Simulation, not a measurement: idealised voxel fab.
The name of this process module is voxel self aligned vias.
Xsec cut, 250 nm wide, square cell size 5 nm.
For the purposes of this document, a cross-section shall be understood as a grid of square cells, specified as bands listed in top-to-bottom order, each band consisting of one or more rows of cells.
Band: top height; bottom height; in nm. Then, left to right: material with width in nm, for each material. "throughout": a single material spanning edge to edge. "blank": empty space.
Counting heights begins at 0, where everything beneath is, in the wafer as received, one material. The lowest band has no bottom; it goes on downwards, as "0 and below" shows.
So if you see something like "30->40" for the width, read it as the top row of the band sitting at the first number and the bottom row at the second, with every row in between moving by the same amount as the last.
Any step labelled "stayed the same" changed none of the cells in the cross-section.
Closed-off voids of 8+ cells (no open route to the top) go in "Closed-off voids", written width x height at distance from the left edge, in nm.
That trailing text on a step's line, after the settings, is the simulator's own remark on the step.
Steps that use a mask can have "overlay nm" on their line. It says how far the mask sat to the right of where it was meant to be. Negative means to the left.
# Intended process steps
1. RECEIVE,material Si
2. CONFORMAL_DEP,material SiO2,thk nm 15
3. CONFORMAL_DEP,material SiCN,thk nm 5
4. DIRECTIONAL_DEP,material SiO2,thk nm 30
5. DIRECTIONAL_DEP,material aC,thk nm 15
6. PATTERN,tone open,mask id LINES,material resist,width nm 30,pitch nm 75,thk nm 35,overlay nm 0
7. DIRECTIONAL_ETCH,etch materials aC,depth nm 15
8. STRIP,etch materials resist
9. DIRECTIONAL_ETCH,etch materials SiO2,depth nm 30
10. STRIP,etch materials aC
11. CONFORMAL_DEP,material TiN,thk nm 5
12. FILL_DEP,material W,thk nm 10
13. CMP,height nm 50
14. SELECTIVE_ETCH,etch materials W Ru TiN,depth nm 5
15. FILL_DEP,material SiN,thk nm 5
16. CMP,height nm 50
17. DIRECTIONAL_DEP,material SiO2,thk nm 20
18. PATTERN,tone open,mask id VIAS,material resist,width nm 50,pitch nm 150,thk nm 15,overlay nm 0
19. DIRECTIONAL_ETCH,etch materials SiO2,depth nm 20
20. DIRECTIONAL_ETCH,etch materials SiN,depth nm 5
21. STRIP,etch materials resist
22. CONFORMAL_DEP,material TiN,thk nm 5
23. FILL_DEP,material Cu,thk nm 10
24. CMP,height nm 70
25. CONFORMAL_DEP,material SiN,thk nm 5
# Cross-section of the wafer at receipt, which is the condition after step 1
  0 and below | Si throughout
  Closed-off voids: none
# Wafer cross-section at end of module: start and plan as shown above, one execution error
  75 down to 70 | SiN throughout
  70 down to 55 | SiO2 25 nm  TiN 5 nm  Cu 40 nm  TiN 5 nm  SiO2 100 nm  TiN 5 nm  Cu 40 nm  TiN 5 nm  SiO2 25 nm
  55 down to 50 | SiO2 25 nm  TiN 20 nm  Cu 10 nm  TiN 20 nm  SiO2 100 nm  TiN 20 nm  Cu 10 nm  TiN 20 nm  SiO2 25 nm
  50 down to 45 | SiO2 35 nm  TiN 30 nm  SiO2 45 nm  TiN 5 nm  SiN 20 nm  TiN 5 nm  SiO2 45 nm  TiN 30 nm  SiO2 35 nm
  45 down to 25 | SiO2 35 nm  TiN 5 nm  W 20 nm  TiN 5 nm  SiO2 45 nm  TiN 5 nm  W 20 nm  TiN 5 nm  SiO2 45 nm  TiN 5 nm  W 20 nm  TiN 5 nm  SiO2 35 nm
  25 down to 20 | SiO2 35 nm  TiN 30 nm  SiO2 45 nm  TiN 30 nm  SiO2 45 nm  TiN 30 nm  SiO2 35 nm
  20 down to 15 | SiCN throughout
  15 down to 0 | SiO2 throughout
  0 and below | Si throughout
  Closed-off voids: none
The mistake made against the process plan was this: step 14 changed vs plan, executed as SELECTIVE_ETCH,etch materials W,depth nm 5
